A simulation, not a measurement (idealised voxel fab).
process module | voxel wiring stack
For reference, the cross-section in this document is cut, with width 260 nm and square cells of 5 nm.
A cross-section is a grid of square cells, given in bands from the top down. A band is one or more rows of cells.
Top height, bottom height, nm. Materials left to right, width each, nm. Single material + "throughout" = fills band edge to edge. "blank" = empty.
For the purposes of this specification, 0 denotes the height below which the wafer in its as-received condition is composed wholly of one material, and the lowermost band, lacking a lower limit, extends downward without end, as expressed in "0 and below".
Think of "30..40" as a width that walks from the first number to the second as you go down the band, top row to bottom row, taking equal-sized steps from row to row.
"no alteration" for a step: no cell of the cross-section changed in that step.
Empty spaces counting at least 8 cells and having no open way to the top are listed in "Enclosed void inventory". The notation width x height at distance is used for each, the distance being from the left edge and all three values in nm.
What comes after the settings on a step's line is commentary from the simulator itself on that step.
Steps that use a mask can have "overlay nm" on their line. It says how far the mask sat to the right of where it was meant to be. Negative means to the left.
Every pair from here on: before one process step, after it. The after cross-section reaches only to the lowest band that changed. Below the pair: the step in between and its settings. Pairs can belong to different runs of this module on the same starting wafer; a pair carries on from the pair above only if the entry headed "Pre-step view" says so.
PRE-STEP VIEW
- 60 down to 50  aC throughout
- 50 down to 40  SiO2 throughout
- 40 down to 35  SiCN throughout
- 35 down to 15  40 of SiO2, then 30 of Ru, then 20 of SiO2, then 30 of Ru, then 20 of SiO2, then 30 of Ru, then 20 of SiO2, then 30 of Ru, then 40 of SiO2
- 15 down to 10  40 of SiO2, then 30 of TiN, then 20 of SiO2, then 30 of TiN, then 20 of SiO2, then 30 of TiN, then 20 of SiO2, then 30 of TiN, then 40 of SiO2
- 10 down to 0  SiO2 throughout
- 0 and below  Si throughout
- Enclosed void inventory: none
RESULTING STRUCTURE
- 85 down to 60  30 of resist, then 15 of blank, then 35 of resist, then 15 of blank, then 35 of resist, then 15 of blank, then 35 of resist, then 15 of blank, then 65 of resist
- Heights below 60 show no change.
- Enclosed void inventory: none
Step, pre vs post cross-sections above: PATTERN: tone open, mask id PLUG_1, material resist, width nm 15, pitch nm 50, thk nm 25, overlay nm -10
Pre-step view: = after-state of the pair above.
RESULTING STRUCTURE
- 75 down to 60  30 of resist, then 15 of blank, then 35 of resist, then 15 of blank, then 35 of resist, then 15 of blank, then 35 of resist, then 15 of blank, then 65 of resist
- 60 down to 50  30 of aC, then 15 of blank, then 35 of aC, then 15 of blank, then 35 of aC, then 15 of blank, then 35 of aC, then 15 of blank, then 65 of aC
- Heights below 50 show no change.
- Enclosed void inventory: none
Step, pre vs post cross-sections above: DIRECTIONAL_ETCH: etch materials aC, depth nm 10
Pre-step view: = after-state of the pair above.
RESULTING STRUCTURE
- 60 down to 50  30 of aC, then 15 of blank, then 35 of aC, then 15 of blank, then 35 of aC, then 15 of blank, then 35 of aC, then 15 of blank, then 65 of aC
- Heights below 50 show no change.
- Enclosed void inventory: none
Step, pre vs post cross-sections above: STRIP: etch materials resist
Pre-step view: = after-state of the pair above.
RESULTING STRUCTURE
- 60 down to 50  30 of aC, then 15 of blank, then 35 of aC, then 15 of blank, then 35 of aC, then 15 of blank, then 35 of aC, then 15 of blank, then 65 of aC
- 50 down to 40  30 of SiO2, then 15 of blank, then 35 of SiO2, then 15 of blank, then 35 of SiO2, then 15 of blank, then 35 of SiO2, then 15 of blank, then 65 of SiO2
- Heights below 40 show no change.
- Enclosed void inventory: none
Step, pre vs post cross-sections above: DIRECTIONAL_ETCH: etch materials SiO2, depth nm 10
Pre-step view: = after-state of the pair above.
RESULTING STRUCTURE
- 60 down to 50  30 of aC, then 15 of blank, then 35 of aC, then 15 of blank, then 35 of aC, then 15 of blank, then 35 of aC, then 15 of blank, then 65 of aC
- 50 down to 40  30 of SiO2, then 15 of blank, then 35 of SiO2, then 15 of blank, then 35 of SiO2, then 15 of blank, then 35 of SiO2, then 15 of blank, then 65 of SiO2
- 40 down to 35  30 of SiCN, then 15 of blank, then 35 of SiCN, then 15 of blank, then 35 of SiCN, then 15 of blank, then 35 of SiCN, then 15 of blank, then 65 of SiCN
- Heights below 35 show no change.
- Enclosed void inventory: none
Step, pre vs post cross-sections above: DIRECTIONAL_ETCH: etch materials SiCN, depth nm 5
Pre-step view: = after-state of the pair above.
RESULTING STRUCTURE
- 50 down to 40  30 of SiO2, then 15 of blank, then 35 of SiO2, then 15 of blank, then 35 of SiO2, then 15 of blank, then 35 of SiO2, then 15 of blank, then 65 of SiO2
- Heights below 40 show no change.
- Enclosed void inventory: none
Step, pre vs post cross-sections above: STRIP: etch materials aC
Pre-step view: = after-state of the pair above.
RESULTING STRUCTURE
- 50 down to 45  30 of SiO2, then 15 of blank, then 35 of SiO2, then 15 of blank, then 35 of SiO2, then 15 of blank, then 35 of SiO2, then 15 of blank, then 65 of SiO2
- 45 down to 40  30 of SiO2, then 15 of Ru, then 35 of SiO2, then 15 of Ru, then 35 of SiO2, then 15 of Ru, then 35 of SiO2, then 15 of Ru, then 65 of SiO2
- 40 down to 35  30 of SiCN, then 15 of Ru, then 35 of SiCN, then 15 of Ru, then 35 of SiCN, then 15 of Ru, then 35 of SiCN, then 15 of Ru, then 65 of SiCN
- Heights below 35 show no change.
- Enclosed void inventory: none
Step, pre vs post cross-sections above: EPI: material Ru, thk nm 10
Pre-step view: = after-state of the pair above.
RESULTING STRUCTURE
- 50 down to 40  30 of SiO2, then 15 of Ru, then 35 of SiO2, then 15 of Ru, then 35 of SiO2, then 15 of Ru, then 35 of SiO2, then 15 of Ru, then 65 of SiO2
- Heights below 40 show no change.
- Enclosed void inventory: none
Step, pre vs post cross-sections above: EPI: material Ru, thk nm 5
Pre-step view: = after-state of the pair above.
RESULTING STRUCTURE
- 55 down to 50  TiN throughout
- Heights below 50 show no change.
- Enclosed void inventory: none
Step, pre vs post cross-sections above: DIRECTIONAL_DEP: material TiN, thk nm 5
Pre-step view: = after-state of the pair above.
RESULTING STRUCTURE
- 80 down to 55  Ru throughout
- Heights below 55 show no change.
- Enclosed void inventory: none
Step, pre vs post cross-sections above: DIRECTIONAL_DEP: material Ru, thk nm 25
Pre-step view: = after-state of the pair above.
RESULTING STRUCTURE
- 90 down to 80  aC throughout
- Heights below 80 show no change.
- Enclosed void inventory: none
Step, pre vs post cross-sections above: DIRECTIONAL_DEP: material aC, thk nm 10
Pre-step view: = after-state of the pair above.
RESULTING STRUCTURE
- 120 down to 90  40 of blank, then 30 of resist, then 20 of blank, then 30 of resist, then 20 of blank, then 30 of resist, then 20 of blank, then 30 of resist, then 40 of blank
- Heights below 90 show no change.
- Enclosed void inventory: none
Step, pre vs post cross-sections above: PATTERN: tone cover, mask id METAL_2, material resist, width nm 30, pitch nm 50, thk nm 30, overlay nm 0
Pre-step view: = after-state of the pair above.
RESULTING STRUCTURE
- 110 down to 90  40 of blank, then 30 of resist, then 20 of blank, then 30 of resist, then 20 of blank, then 30 of resist, then 20 of blank, then 30 of resist, then 40 of blank
- 90 down to 80  40 of blank, then 30 of aC, then 20 of blank, then 30 of aC, then 20 of blank, then 30 of aC, then 20 of blank, then 30 of aC, then 40 of blank
- Heights below 80 show no change.
- Enclosed void inventory: none
Step, pre vs post cross-sections above: DIRECTIONAL_ETCH: etch materials aC, depth nm 10
Pre-step view: = after-state of the pair above.
RESULTING STRUCTURE
- 90 down to 80  40 of blank, then 30 of aC, then 20 of blank, then 30 of aC, then 20 of blank, then 30 of aC, then 20 of blank, then 30 of aC, then 40 of blank
- Heights below 80 show no change.
- Enclosed void inventory: none
Step, pre vs post cross-sections above: STRIP: etch materials resist
Pre-step view: = after-state of the pair above.
RESULTING STRUCTURE
- 90 down to 80  40 of blank, then 30 of aC, then 20 of blank, then 30 of aC, then 20 of blank, then 30 of aC, then 20 of blank, then 30 of aC, then 40 of blank
- 80 down to 55  40 of blank, then 30 of Ru, then 20 of blank, then 30 of Ru, then 20 of blank, then 30 of Ru, then 20 of blank, then 30 of Ru, then 40 of blank
- Heights below 55 show no change.
- Enclosed void inventory: none
Step, pre vs post cross-sections above: DIRECTIONAL_ETCH: etch materials Ru, depth nm 25
Pre-step view: = after-state of the pair above.
RESULTING STRUCTURE
- 90 down to 80  40 of blank, then 30 of aC, then 20 of blank, then 30 of aC, then 20 of blank, then 30 of aC, then 20 of blank, then 30 of aC, then 40 of blank
- 80 down to 55  40 of blank, then 30 of Ru, then 20 of blank, then 30 of Ru, then 20 of blank, then 30 of Ru, then 20 of blank, then 30 of Ru, then 40 of blank
- 55 down to 50  40 of blank, then 30 of TiN, then 20 of blank, then 30 of TiN, then 20 of blank, then 30 of TiN, then 20 of blank, then 30 of TiN, then 40 of blank
- Heights below 50 show no change.
- Enclosed void inventory: none
Step, pre vs post cross-sections above: DIRECTIONAL_ETCH: etch materials TiN, depth nm 5
Pre-step view: = after-state of the pair above.
RESULTING STRUCTURE
- 80 down to 55  40 of blank, then 30 of Ru, then 20 of blank, then 30 of Ru, then 20 of blank, then 30 of Ru, then 20 of blank, then 30 of Ru, then 40 of blank
- Heights below 55 show no change.
- Enclosed void inventory: none
Step, pre vs post cross-sections above: STRIP: etch materials aC
Pre-step view: = after-state of the pair above.
RESULTING STRUCTURE
- 90 down to 80  SiO2 throughout
- 80 down to 55  40 of SiO2, then 30 of Ru, then 20 of SiO2, then 30 of Ru, then 20 of SiO2, then 30 of Ru, then 20 of SiO2, then 30 of Ru, then 40 of SiO2
- 55 down to 50  40 of SiO2, then 30 of TiN, then 20 of SiO2, then 30 of TiN, then 20 of SiO2, then 30 of TiN, then 20 of SiO2, then 30 of TiN, then 40 of SiO2
- Heights below 50 show no change.
- Enclosed void inventory: none
Step, pre vs post cross-sections above: FILL_DEP: material SiO2, thk nm 10
Pre-step view: = after-state of the pair above.
RESULTING STRUCTURE
- 80 down to 55  40 of SiO2, then 30 of Ru, then 20 of SiO2, then 30 of Ru, then 20 of SiO2, then 30 of Ru, then 20 of SiO2, then 30 of Ru, then 40 of SiO2
- Heights below 55 show no change.
- Enclosed void inventory: none
Step, pre vs post cross-sections above: CMP: height nm 80
Pre-step view: = after-state of the pair above.
RESULTING STRUCTURE
- 85 down to 80  SiCN throughout
- Heights below 80 show no change.
- Enclosed void inventory: none
Step, pre vs post cross-sections above: CONFORMAL_DEP: material SiCN, thk nm 5
Pre-step view: = after-state of the pair above.
RESULTING STRUCTURE
- 110 down to 85  lowk throughout
- Heights below 85 show no change.
- Enclosed void inventory: none
Step, pre vs post cross-sections above: DIRECTIONAL_DEP: material lowk, thk nm 25
Pre-step view: = after-state of the pair above.
RESULTING STRUCTURE
- 125 down to 110  aC throughout
- Heights below 110 show no change.
- Enclosed void inventory: none
Step, pre vs post cross-sections above: DIRECTIONAL_DEP: material aC, thk nm 15
Pre-step view: = after-state of the pair above.
RESULTING STRUCTURE
- 160 down to 125  40 of resist, then 15 of blank, then 35 of resist, then 15 of blank, then 35 of resist, then 15 of blank, then 35 of resist, then 15 of blank, then 55 of resist
- Heights below 125 show no change.
- Enclosed void inventory: none
Step, pre vs post cross-sections above: PATTERN: tone open, mask id METAL_3_HOLES, material resist, width nm 15, pitch nm 50, thk nm 35, overlay nm 0
Pre-step view: = after-state of the pair above.
RESULTING STRUCTURE
- 145 down to 125  40 of resist, then 15 of blank, then 35 of resist, then 15 of blank, then 35 of resist, then 15 of blank, then 35 of resist, then 15 of blank, then 55 of resist
- 125 down to 110  40 of aC, then 15 of blank, then 35 of aC, then 15 of blank, then 35 of aC, then 15 of blank, then 35 of aC, then 15 of blank, then 55 of aC
- Heights below 110 show no change.
- Enclosed void inventory: none
Step, pre vs post cross-sections above: DIRECTIONAL_ETCH: etch materials aC, depth nm 15
Pre-step view: = after-state of the pair above.
RESULTING STRUCTURE
- 125 down to 110  40 of aC, then 15 of blank, then 35 of aC, then 15 of blank, then 35 of aC, then 15 of blank, then 35 of aC, then 15 of blank, then 55 of aC
- Heights below 110 show no change.
- Enclosed void inventory: none
Step, pre vs post cross-sections above: STRIP: etch materials resist
Pre-step view: = after-state of the pair above.
RESULTING STRUCTURE
- 125 down to 110  40 of aC, then 15 of blank, then 35 of aC, then 15 of blank, then 35 of aC, then 15 of blank, then 35 of aC, then 15 of blank, then 55 of aC
- 110 down to 85  40 of lowk, then 15 of blank, then 35 of lowk, then 15 of blank, then 35 of lowk, then 15 of blank, then 35 of lowk, then 15 of blank, then 55 of lowk
- Heights below 85 show no change.
- Enclosed void inventory: none
Step, pre vs post cross-sections above: DIRECTIONAL_ETCH: etch materials lowk, depth nm 25
Pre-step view: = after-state of the pair above.
RESULTING STRUCTURE
- 110 down to 85  40 of lowk, then 15 of blank, then 35 of lowk, then 15 of blank, then 35 of lowk, then 15 of blank, then 35 of lowk, then 15 of blank, then 55 of lowk
- Heights below 85 show no change.
- Enclosed void inventory: none
Step, pre vs post cross-sections above: STRIP: etch materials aC
Pre-step view: = after-state of the pair above.
RESULTING STRUCTURE
- 120 down to 110  40 of aC, then 15 of blank, then 35 of aC, then 15 of blank, then 35 of aC, then 15 of blank, then 35 of aC, then 15 of blank, then 55 of aC
- 110 down to 95  40 of lowk, then 15 of blank, then 35 of lowk, then 15 of blank, then 35 of lowk, then 15 of blank, then 35 of lowk, then 15 of blank, then 55 of lowk
- 95 down to 85  40 of lowk, then 15 of aC, then 35 of lowk, then 15 of aC, then 35 of lowk, then 15 of aC, then 35 of lowk, then 15 of aC, then 55 of lowk
- Heights below 85 show no change.
- Enclosed void inventory: none
Step, pre vs post cross-sections above: DIRECTIONAL_DEP: material aC, thk nm 10
Pre-step view: = after-state of the pair above.
RESULTING STRUCTURE
- 145 down to 120  40 of resist, then 30 of blank, then 20 of resist, then 30 of blank, then 20 of resist, then 30 of blank, then 20 of resist, then 30 of blank, then 40 of resist
- Heights below 120 show no change.
- Enclosed void inventory: none
Step, pre vs post cross-sections above: PATTERN: tone open, mask id METAL_3, material resist, width nm 30, pitch nm 50, thk nm 25, overlay nm 0
Pre-step view: = after-state of the pair above.
RESULTING STRUCTURE
- 135 down to 120  40 of resist, then 30 of blank, then 20 of resist, then 30 of blank, then 20 of resist, then 30 of blank, then 20 of resist, then 30 of blank, then 40 of resist
- 120 down to 110  40 of aC, then 30 of blank, then 20 of aC, then 30 of blank, then 20 of aC, then 30 of blank, then 20 of aC, then 30 of blank, then 40 of aC
- 110 down to 85  40 of lowk, then 15 of blank, then 35 of lowk, then 15 of blank, then 35 of lowk, then 15 of blank, then 35 of lowk, then 15 of blank, then 55 of lowk
- Heights below 85 show no change.
- Enclosed void inventory: none
Step, pre vs post cross-sections above: DIRECTIONAL_ETCH: etch materials aC, depth nm 10
Pre-step view: = after-state of the pair above.
RESULTING STRUCTURE
- 120 down to 110  40 of aC, then 30 of blank, then 20 of aC, then 30 of blank, then 20 of aC, then 30 of blank, then 20 of aC, then 30 of blank, then 40 of aC
- Heights below 110 show no change.
- Enclosed void inventory: none
Step, pre vs post cross-sections above: STRIP: etch materials resist
Pre-step view: = after-state of the pair above.
RESULTING STRUCTURE
- 120 down to 110  40 of aC, then 30 of blank, then 20 of aC, then 30 of blank, then 20 of aC, then 30 of blank, then 20 of aC, then 30 of blank, then 40 of aC
- 110 down to 95  40 of lowk, then 30 of blank, then 20 of lowk, then 30 of blank, then 20 of lowk, then 30 of blank, then 20 of lowk, then 30 of blank, then 40 of lowk
- Heights below 95 show no change.
- Enclosed void inventory: none
Step, pre vs post cross-sections above: DIRECTIONAL_ETCH: etch materials lowk, depth nm 15
Pre-step view: = after-state of the pair above.
RESULTING STRUCTURE
- 120 down to 110  40 of aC, then 30 of blank, then 20 of aC, then 30 of blank, then 20 of aC, then 30 of blank, then 20 of aC, then 30 of blank, then 40 of aC
- 110 down to 95  40 of lowk, then 30 of blank, then 20 of lowk, then 30 of blank, then 20 of lowk, then 30 of blank, then 20 of lowk, then 30 of blank, then 40 of lowk
- 95 down to 85  40 of lowk, then 15 of blank, then 35 of lowk, then 15 of blank, then 35 of lowk, then 15 of blank, then 35 of lowk, then 15 of blank, then 55 of lowk
- 85 down to 80  40 of SiCN, then 15 of blank, then 35 of SiCN, then 15 of blank, then 35 of SiCN, then 15 of blank, then 35 of SiCN, then 15 of blank, then 55 of SiCN
- Heights below 80 show no change.
- Enclosed void inventory: none
Step, pre vs post cross-sections above: DIRECTIONAL_ETCH: etch materials SiCN, depth nm 5
Pre-step view: = after-state of the pair above.
RESULTING STRUCTURE
- 110 down to 95  40 of lowk, then 30 of blank, then 20 of lowk, then 30 of blank, then 20 of lowk, then 30 of blank, then 20 of lowk, then 30 of blank, then 40 of lowk
- Heights below 95 show no change.
- Enclosed void inventory: none
Step, pre vs post cross-sections above: STRIP: etch materials aC
Pre-step view: = after-state of the pair above.
RESULTING STRUCTURE
- 115 down to 110  45 of TiN, then 20 of blank, then 30 of TiN, then 20 of blank, then 30 of TiN, then 20 of blank, then 30 of TiN, then 20 of blank, then 45 of TiN
- 110 down to 100  40 of lowk, then 5 of TiN, then 20 of blank, then 5 of TiN, then 20 of lowk, then 5 of TiN, then 20 of blank, then 5 of TiN, then 20 of lowk, then 5 of TiN, then 20 of blank, then 5 of TiN, then 20 of lowk, then 5 of TiN, then 20 of blank, then 5 of TiN, then 40 of lowk
- 100 down to 95  40 of lowk, then 5 of TiN, then 5 of blank, then 20 of TiN, then 20 of lowk, then 5 of TiN, then 5 of blank, then 20 of TiN, then 20 of lowk, then 5 of TiN, then 5 of blank, then 20 of TiN, then 20 of lowk, then 5 of TiN, then 5 of blank, then 20 of TiN, then 40 of lowk
- 95 down to 85  40 of lowk, then 5 of TiN, then 5 of blank, then 5 of TiN, then 35 of lowk, then 5 of TiN, then 5 of blank, then 5 of TiN, then 35 of lowk, then 5 of TiN, then 5 of blank, then 5 of TiN, then 35 of lowk, then 5 of TiN, then 5 of blank, then 5 of TiN, then 55 of lowk
- 85 down to 80  40 of SiCN, then 15 of TiN, then 35 of SiCN, then 15 of TiN, then 35 of SiCN, then 15 of TiN, then 35 of SiCN, then 15 of TiN, then 55 of SiCN
- Heights below 80 show no change.
- Enclosed void inventory: none
Step, pre vs post cross-sections above: CONFORMAL_DEP: material TiN, thk nm 5
Pre-step view: = after-state of the pair above.
RESULTING STRUCTURE
- 120 down to 115  Cu throughout
- 115 down to 110  45 of TiN, then 20 of Cu, then 30 of TiN, then 20 of Cu, then 30 of TiN, then 20 of Cu, then 30 of TiN, then 20 of Cu, then 45 of TiN
- 110 down to 100  40 of lowk, then 5 of TiN, then 20 of Cu, then 5 of TiN, then 20 of lowk, then 5 of TiN, then 20 of Cu, then 5 of TiN, then 20 of lowk, then 5 of TiN, then 20 of Cu, then 5 of TiN, then 20 of lowk, then 5 of TiN, then 20 of Cu, then 5 of TiN, then 40 of lowk
- 100 down to 95  40 of lowk, then 5 of TiN, then 5 of Cu, then 20 of TiN, then 20 of lowk, then 5 of TiN, then 5 of Cu, then 20 of TiN, then 20 of lowk, then 5 of TiN, then 5 of Cu, then 20 of TiN, then 20 of lowk, then 5 of TiN, then 5 of Cu, then 20 of TiN, then 40 of lowk
- 95 down to 85  40 of lowk, then 5 of TiN, then 5 of Cu, then 5 of TiN, then 35 of lowk, then 5 of TiN, then 5 of Cu, then 5 of TiN, then 35 of lowk, then 5 of TiN, then 5 of Cu, then 5 of TiN, then 35 of lowk, then 5 of TiN, then 5 of Cu, then 5 of TiN, then 55 of lowk
- Heights below 85 show no change.
- Enclosed void inventory: none
Step, pre vs post cross-sections above: FILL_DEP: material Cu, thk nm 5
Pre-step view: = after-state of the pair above.
RESULTING STRUCTURE
- 110 down to 100  40 of lowk, then 5 of TiN, then 20 of Cu, then 5 of TiN, then 20 of lowk, then 5 of TiN, then 20 of Cu, then 5 of TiN, then 20 of lowk, then 5 of TiN, then 20 of Cu, then 5 of TiN, then 20 of lowk, then 5 of TiN, then 20 of Cu, then 5 of TiN, then 40 of lowk
- Heights below 100 show no change.
- Enclosed void inventory: none
Step, pre vs post cross-sections above: CMP: height nm 110
Pre-step view: = after-state of the pair above.
RESULTING STRUCTURE
- 115 down to 110  SiCN throughout
- Heights below 110 show no change.
- Enclosed void inventory: none
Step, pre vs post cross-sections above: CONFORMAL_DEP: material SiCN, thk nm 5
Pre-step view: = after-state of the pair above.
RESULTING STRUCTURE
- 130 down to 115  SiO2 throughout
- Heights below 115 show no change.
- Enclosed void inventory: none
Step, pre vs post cross-sections above: DIRECTIONAL_DEP: material SiO2, thk nm 15
Pre-step view: = after-state of the pair above.
RESULTING STRUCTURE
- 140 down to 130  aC throughout
- Heights below 130 show no change.
- Enclosed void inventory: none
Step, pre vs post cross-sections above: DIRECTIONAL_DEP: material aC, thk nm 10
Pre-step view: = after-state of the pair above.
RESULTING STRUCTURE
- 165 down to 140  40 of resist, then 15 of blank, then 35 of resist, then 15 of blank, then 35 of resist, then 15 of blank, then 35 of resist, then 15 of blank, then 55 of resist
- Heights below 140 show no change.
- Enclosed void inventory: none
Step, pre vs post cross-sections above: PATTERN: tone open, mask id PLUG_3, material resist, width nm 15, pitch nm 50, thk nm 25, overlay nm 0
Pre-step view: = after-state of the pair above.
RESULTING STRUCTURE
- 155 down to 140  40 of resist, then 15 of blank, then 35 of resist, then 15 of blank, then 35 of resist, then 15 of blank, then 35 of resist, then 15 of blank, then 55 of resist
- 140 down to 130  40 of aC, then 15 of blank, then 35 of aC, then 15 of blank, then 35 of aC, then 15 of blank, then 35 of aC, then 15 of blank, then 55 of aC
- Heights below 130 show no change.
- Enclosed void inventory: none
Step, pre vs post cross-sections above: DIRECTIONAL_ETCH: etch materials aC, depth nm 10
Pre-step view: = after-state of the pair above.
RESULTING STRUCTURE
- 140 down to 130  40 of aC, then 15 of blank, then 35 of aC, then 15 of blank, then 35 of aC, then 15 of blank, then 35 of aC, then 15 of blank, then 55 of aC
- Heights below 130 show no change.
- Enclosed void inventory: none
Step, pre vs post cross-sections above: STRIP: etch materials resist
Pre-step view: = after-state of the pair above.
RESULTING STRUCTURE
- 140 down to 130  40 of aC, then 15 of blank, then 35 of aC, then 15 of blank, then 35 of aC, then 15 of blank, then 35 of aC, then 15 of blank, then 55 of aC
- 130 down to 115  40 of SiO2, then 15 of blank, then 35 of SiO2, then 15 of blank, then 35 of SiO2, then 15 of blank, then 35 of SiO2, then 15 of blank, then 55 of SiO2
- Heights below 115 show no change.
- Enclosed void inventory: none
Step, pre vs post cross-sections above: DIRECTIONAL_ETCH: etch materials SiO2, depth nm 15
Pre-step view: = after-state of the pair above.
RESULTING STRUCTURE
- 140 down to 130  40 of aC, then 15 of blank, then 35 of aC, then 15 of blank, then 35 of aC, then 15 of blank, then 35 of aC, then 15 of blank, then 55 of aC
- 130 down to 115  40 of SiO2, then 15 of blank, then 35 of SiO2, then 15 of blank, then 35 of SiO2, then 15 of blank, then 35 of SiO2, then 15 of blank, then 55 of SiO2
- 115 down to 110  40 of SiCN, then 15 of blank, then 35 of SiCN, then 15 of blank, then 35 of SiCN, then 15 of blank, then 35 of SiCN, then 15 of blank, then 55 of SiCN
- Heights below 110 show no change.
- Enclosed void inventory: none
Step, pre vs post cross-sections above: DIRECTIONAL_ETCH: etch materials SiCN, depth nm 5
Pre-step view: = after-state of the pair above.
RESULTING STRUCTURE
- 130 down to 115  40 of SiO2, then 15 of blank, then 35 of SiO2, then 15 of blank, then 35 of SiO2, then 15 of blank, then 35 of SiO2, then 15 of blank, then 55 of SiO2
- Heights below 115 show no change.
- Enclosed void inventory: none
Step, pre vs post cross-sections above: STRIP: etch materials aC
Pre-step view: = after-state of the pair above.
RESULTING STRUCTURE
- 130 down to 120  40 of SiO2, then 15 of blank, then 35 of SiO2, then 15 of blank, then 35 of SiO2, then 15 of blank, then 35 of SiO2, then 15 of blank, then 55 of SiO2
- 120 down to 115  40 of SiO2, then 15 of Ru, then 35 of SiO2, then 15 of Ru, then 35 of SiO2, then 15 of Ru, then 35 of SiO2, then 15 of Ru, then 55 of SiO2
- 115 down to 110  40 of SiCN, then 15 of Ru, then 35 of SiCN, then 15 of Ru, then 35 of SiCN, then 15 of Ru, then 35 of SiCN, then 15 of Ru, then 55 of SiCN
- Heights below 110 show no change.
- Enclosed void inventory: none
Step, pre vs post cross-sections above: EPI: material Ru, thk nm 10
Pre-step view: = after-state of the pair above.
RESULTING STRUCTURE
- 130 down to 115  40 of SiO2, then 15 of Ru, then 35 of SiO2, then 15 of Ru, then 35 of SiO2, then 15 of Ru, then 35 of SiO2, then 15 of Ru, then 55 of SiO2
- Heights below 115 show no change.
- Enclosed void inventory: none
Step, pre vs post cross-sections above: EPI: material Ru, thk nm 10
Pre-step view: = after-state of the pair above.
RESULTING STRUCTURE
- 135 down to 130  TiN throughout
- Heights below 130 show no change.
- Enclosed void inventory: none
Step, pre vs post cross-sections above: DIRECTIONAL_DEP: material TiN, thk nm 5
Pre-step view: = after-state of the pair above.
RESULTING STRUCTURE
- 155 down to 135  Ru throughout
- Heights below 135 show no change.
- Enclosed void inventory: none
Step, pre vs post cross-sections above: DIRECTIONAL_DEP: material Ru, thk nm 20
Pre-step view: = after-state of the pair above.
RESULTING STRUCTURE
- 155 down to 135  40 of blank, then 30 of Ru, then 20 of blank, then 30 of Ru, then 20 of blank, then 30 of Ru, then 20 of blank, then 30 of Ru, then 40 of blank
- Heights below 135 show no change.
- Enclosed void inventory: none
Step, pre vs post cross-sections above: MASKED_ETCH: tone cover, mask id METAL_4, width nm 30, pitch nm 50, etch materials Ru, depth nm 20, overlay nm 0
Pre-step view: = after-state of the pair above.
RESULTING STRUCTURE
- 155 down to 135  40 of blank, then 30 of Ru, then 20 of blank, then 30 of Ru, then 20 of blank, then 30 of Ru, then 20 of blank, then 30 of Ru, then 40 of blank
- 135 down to 130  40 of blank, then 30 of TiN, then 20 of blank, then 30 of TiN, then 20 of blank, then 30 of TiN, then 20 of blank, then 30 of TiN, then 40 of blank
- Heights below 130 show no change.
- Enclosed void inventory: none
Step, pre vs post cross-sections above: MASKED_ETCH: tone cover, mask id METAL_4, width nm 30, pitch nm 50, etch materials TiN, depth nm 5, overlay nm 0
Pre-step view: = after-state of the pair above.
RESULTING STRUCTURE
- 160 down to 155  SiO2 throughout
- 155 down to 135  40 of SiO2, then 30 of Ru, then 20 of SiO2, then 30 of Ru, then 20 of SiO2, then 30 of Ru, then 20 of SiO2, then 30 of Ru, then 40 of SiO2
- 135 down to 130  40 of SiO2, then 30 of TiN, then 20 of SiO2, then 30 of TiN, then 20 of SiO2, then 30 of TiN, then 20 of SiO2, then 30 of TiN, then 40 of SiO2
- Heights below 130 show no change.
- Enclosed void inventory: none
Step, pre vs post cross-sections above: FILL_DEP: material SiO2, thk nm 5
Pre-step view: = after-state of the pair above.
RESULTING STRUCTURE
- 155 down to 135  40 of SiO2, then 30 of Ru, then 20 of SiO2, then 30 of Ru, then 20 of SiO2, then 30 of Ru, then 20 of SiO2, then 30 of Ru, then 40 of SiO2
- Heights below 135 show no change.
- Enclosed void inventory: none
Step, pre vs post cross-sections above: CMP: height nm 155
Pre-step view: = after-state of the pair above.
RESULTING STRUCTURE
- 160 down to 155  SiCN throughout
- Heights below 155 show no change.
- Enclosed void inventory: none
Step, pre vs post cross-sections above: CONFORMAL_DEP: material SiCN, thk nm 5
PRE-STEP VIEW
- 110 down to 95  40 of lowk, then 30 of blank, then 20 of lowk, then 30 of blank, then 20 of lowk, then 30 of blank, then 20 of lowk, then 30 of blank, then 40 of lowk
- 95 down to 85  40 of lowk, then 15 of blank, then 35 of lowk, then 15 of blank, then 35 of lowk, then 15 of blank, then 35 of lowk, then 15 of blank, then 55 of lowk
- 85 down to 80  40 of SiCN, then 15 of blank, then 35 of SiCN, then 15 of blank, then 35 of SiCN, then 15 of blank, then 35 of SiCN, then 15 of blank, then 55 of SiCN
- 80 down to 55  40 of SiO2, then 30 of Ru, then 20 of SiO2, then 30 of Ru, then 20 of SiO2, then 30 of Ru, then 20 of SiO2, then 30 of Ru, then 40 of SiO2
- 55 down to 50  40 of SiO2, then 30 of TiN, then 20 of SiO2, then 30 of TiN, then 20 of SiO2, then 30 of TiN, then 20 of SiO2, then 30 of TiN, then 40 of SiO2
- 50 down to 40  40 of SiO2, then 15 of Ru, then 35 of SiO2, then 15 of Ru, then 35 of SiO2, then 15 of Ru, then 35 of SiO2, then 15 of Ru, then 55 of SiO2
- 40 down to 35  40 of SiCN, then 15 of Ru, then 35 of SiCN, then 15 of Ru, then 35 of SiCN, then 15 of Ru, then 35 of SiCN, then 15 of Ru, then 55 of SiCN
- 35 down to 15  40 of SiO2, then 30 of Ru, then 20 of SiO2, then 30 of Ru, then 20 of SiO2, then 30 of Ru, then 20 of SiO2, then 30 of Ru, then 40 of SiO2
- 15 down to 10  40 of SiO2, then 30 of TiN, then 20 of SiO2, then 30 of TiN, then 20 of SiO2, then 30 of TiN, then 20 of SiO2, then 30 of TiN, then 40 of SiO2
- 10 down to 0  SiO2 throughout
- 0 and below  Si throughout
- Enclosed void inventory: none
RESULTING STRUCTURE
- 115 down to 110  45 of SiO2, then 20 of blank, then 30 of SiO2, then 20 of blank, then 30 of SiO2, then 20 of blank, then 30 of SiO2, then 20 of blank, then 45 of SiO2
- 110 down to 100  40 of lowk, then 5 of SiO2, then 20 of blank, then 5 of SiO2, then 20 of lowk, then 5 of SiO2, then 20 of blank, then 5 of SiO2, then 20 of lowk, then 5 of SiO2, then 20 of blank, then 5 of SiO2, then 20 of lowk, then 5 of SiO2, then 20 of blank, then 5 of SiO2, then 40 of lowk
- 100 down to 95  40 of lowk, then 5 of SiO2, then 5 of blank, then 20 of SiO2, then 20 of lowk, then 5 of SiO2, then 5 of blank, then 20 of SiO2, then 20 of lowk, then 5 of SiO2, then 5 of blank, then 20 of SiO2, then 20 of lowk, then 5 of SiO2, then 5 of blank, then 20 of SiO2, then 40 of lowk
- 95 down to 85  40 of lowk, then 5 of SiO2, then 5 of blank, then 5 of SiO2, then 35 of lowk, then 5 of SiO2, then 5 of blank, then 5 of SiO2, then 35 of lowk, then 5 of SiO2, then 5 of blank, then 5 of SiO2, then 35 of lowk, then 5 of SiO2, then 5 of blank, then 5 of SiO2, then 55 of lowk
- 85 down to 80  40 of SiCN, then 15 of SiO2, then 35 of SiCN, then 15 of SiO2, then 35 of SiCN, then 15 of SiO2, then 35 of SiCN, then 15 of SiO2, then 55 of SiCN
- Heights below 80 show no change.
- Enclosed void inventory: none
Step, pre vs post cross-sections above: CONFORMAL_DEP: material SiO2, thk nm 5
